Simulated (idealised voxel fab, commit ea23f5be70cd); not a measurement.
The process module that follows is named voxel wiring stack.
Shown is cross-section cut, with a width of 190 nm and square cells of size 5 nm.
A cross-section is a grid of square cells, given in bands from the top down. A band is one or more rows of cells. Quick guide to a band line: top height, bottom height (nm) up front; then every material left to right with its width in nm. Only one material and it's marked "all across"? Then it fills the band edge to edge. And "blank" just means empty space. Height 0 is the level under which the wafer as received is all one material. The lowest band goes on downwards, as in "z 0 and below". Quick explanation for "30 to 40": the width changes in equal steps down the rows of cells, from the first number in the band's top row to the second number in its bottom row. Key: "everything unchanged" - step with no changed cell in the cross-section. This entry, "Sealed void listing", enumerates those empty regions of no fewer than 8 cells that possess no open connection to the top. Each region is reported in the form width x height at distance, the distance being taken from the left edge, with all three quantities expressed in nm. On each step's line, the part that comes after the settings is the simulator's own comment on the step. overlay nm: mask offset rightward from planned place, masked step; negative means leftward offset.

Process steps (planned):
1 RECEIVE: material Si
2 CONFORMAL_DEP: material SiO2, thk nm 15
3 CONFORMAL_DEP: material SiCN, thk nm 5
4 DIRECTIONAL_DEP: material lowk, thk nm 15
5 DIRECTIONAL_DEP: material aC, thk nm 15
6 PATTERN: tone open, mask id METAL_1, material resist, width nm 20, pitch nm 35, thk nm 35, overlay nm 0
7 DIRECTIONAL_ETCH: etch materials aC, depth nm 15
8 STRIP: etch materials resist
9 DIRECTIONAL_ETCH: etch materials lowk, depth nm 15
10 DIRECTIONAL_ETCH: etch materials SiCN, depth nm 5
11 STRIP: etch materials aC
12 CONFORMAL_DEP: material TiN, thk nm 5
13 FILL_DEP: material W, thk nm 5
14 CMP: height nm 35
15 CONFORMAL_DEP: material SiCN, thk nm 5
16 DIRECTIONAL_DEP: material lowk, thk nm 15
17 PATTERN: tone open, mask id PLUG_1, material resist, width nm 15, pitch nm 35, thk nm 15, overlay nm 0
18 DIRECTIONAL_ETCH: etch materials lowk, depth nm 15
19 DIRECTIONAL_ETCH: etch materials SiCN, depth nm 5
20 STRIP: etch materials resist
21 EPI: material Ru, thk nm 10
22 EPI: material Ru, thk nm 10
23 DIRECTIONAL_DEP: material TiN, thk nm 5
24 DIRECTIONAL_DEP: material Ru, thk nm 15
25 MASKED_ETCH: tone cover, mask id METAL_2, width nm 20, pitch nm 35, etch materials Ru, depth nm 15, overlay nm 0
26 MASKED_ETCH: tone cover, mask id METAL_2, width nm 20, pitch nm 35, etch materials TiN, depth nm 5, overlay nm 0
27 CONFORMAL_DEP: material SiCN, thk nm 5
28 FILL_DEP: material lowk, thk nm 5
29 CMP: height nm 75
30 CONFORMAL_DEP: material SiCN, thk nm 5
31 DIRECTIONAL_DEP: material lowk, thk nm 30
32 PATTERN: tone open, mask id METAL_3_HOLES, material resist, width nm 15, pitch nm 35, thk nm 15, overlay nm 0
33 DIRECTIONAL_ETCH: etch materials lowk, depth nm 30
34 STRIP: etch materials resist
35 DIRECTIONAL_DEP: material aC, thk nm 15
36 PATTERN: tone open, mask id METAL_3, material resist, width nm 20, pitch nm 35, thk nm 35, overlay nm 0
37 DIRECTIONAL_ETCH: etch materials aC, depth nm 15
38 STRIP: etch materials resist
39 DIRECTIONAL_ETCH: etch materials lowk, depth nm 15
40 DIRECTIONAL_ETCH: etch materials SiCN, depth nm 5
41 STRIP: etch materials aC
42 CONFORMAL_DEP: material TiN, thk nm 5
43 FILL_DEP: material Ru, thk nm 10
44 CMP: height nm 110
45 CONFORMAL_DEP: material SiCN, thk nm 5

This is the cross-section of the wafer as we received it, i.e. after step 1:
* z 0 and below: Si all across
* Sealed void listing: none

End-of-module XS, first of two wafers, run as planned:
* z 115 to 110: SiCN all across
* z 110 to 100: lowk: 65; TiN: 5; Ru: 10; TiN: 5; lowk: 15; TiN: 5; Ru: 10; TiN: 5; lowk: 70
* z 100 to 95: lowk: 65; TiN: 5; Ru: 5; TiN: 10; lowk: 15; TiN: 5; Ru: 5; TiN: 10; lowk: 70
* z 95 to 80: lowk: 65; TiN: 5; Ru: 5; TiN: 5; lowk: 20; TiN: 5; Ru: 5; TiN: 5; lowk: 75
* z 80 to 75: SiCN: 65; TiN: 15; SiCN: 20; TiN: 15; SiCN: 75
* z 75 to 60: lowk: 60; SiCN: 5; Ru: 20; SiCN: 5; lowk: 5; SiCN: 5; Ru: 20; SiCN: 5; lowk: 65
* z 60 to 55: SiCN: 65; TiN: 20; SiCN: 15; TiN: 20; SiCN: 70
* z 55 to 40: lowk: 65; Ru: 15; lowk: 20; Ru: 15; lowk: 75
* z 40 to 35: SiCN: 65; Ru: 15; SiCN: 20; Ru: 15; SiCN: 75
* z 35 to 20: lowk: 65; TiN: 5; W: 10; TiN: 5; lowk: 15; TiN: 5; W: 10; TiN: 5; lowk: 70
* z 20 to 15: SiCN: 65; TiN: 20; SiCN: 15; TiN: 20; SiCN: 70
* z 15 to 0: SiO2 all across
* z 0 and below: Si all across
* Sealed void listing: none

Cross-section, second wafer: same start as the first, same plan as the first, one mistake in running it; taken at the end of the module:
* z 115 to 110: SiCN all across
* z 110 to 100: lowk: 65; TiN: 5; Ru: 10; TiN: 5; lowk: 15; TiN: 5; Ru: 10; TiN: 5; lowk: 70
* z 100 to 95: lowk: 65; TiN: 5; Ru: 5; TiN: 10; lowk: 15; TiN: 5; Ru: 5; TiN: 10; lowk: 70
* z 95 to 80: lowk: 65; TiN: 5; Ru: 5; TiN: 5; lowk: 20; TiN: 5; Ru: 5; TiN: 5; lowk: 75
* z 80 to 75: SiCN: 65; TiN: 15; SiCN: 20; TiN: 15; SiCN: 75
* z 75 to 70: lowk: 60; SiCN: 30; lowk: 5; SiCN: 30; lowk: 65
* z 70 to 60: lowk: 60; SiCN: 5; Ru: 20; SiCN: 5; lowk: 5; SiCN: 5; Ru: 20; SiCN: 5; lowk: 65
* z 60 to 55: SiCN: 65; Ru: 20; SiCN: 15; Ru: 20; SiCN: 70
* z 55 to 40: lowk: 65; Ru: 15; lowk: 20; Ru: 15; lowk: 75
* z 40 to 35: SiCN: 65; Ru: 15; SiCN: 20; Ru: 15; SiCN: 75
* z 35 to 20: lowk: 65; TiN: 5; W: 10; TiN: 5; lowk: 15; TiN: 5; W: 10; TiN: 5; lowk: 70
* z 20 to 15: SiCN: 65; TiN: 20; SiCN: 15; TiN: 20; SiCN: 70
* z 15 to 0: SiO2 all across
* z 0 and below: Si all across
* Sealed void listing: none
What was done differently from what was planned? the run left out plan step 23 entirely, so it was never executed
The second wafer ends with more or fewer cells of some materials than the first, per final count: SiCN +8, TiN -8
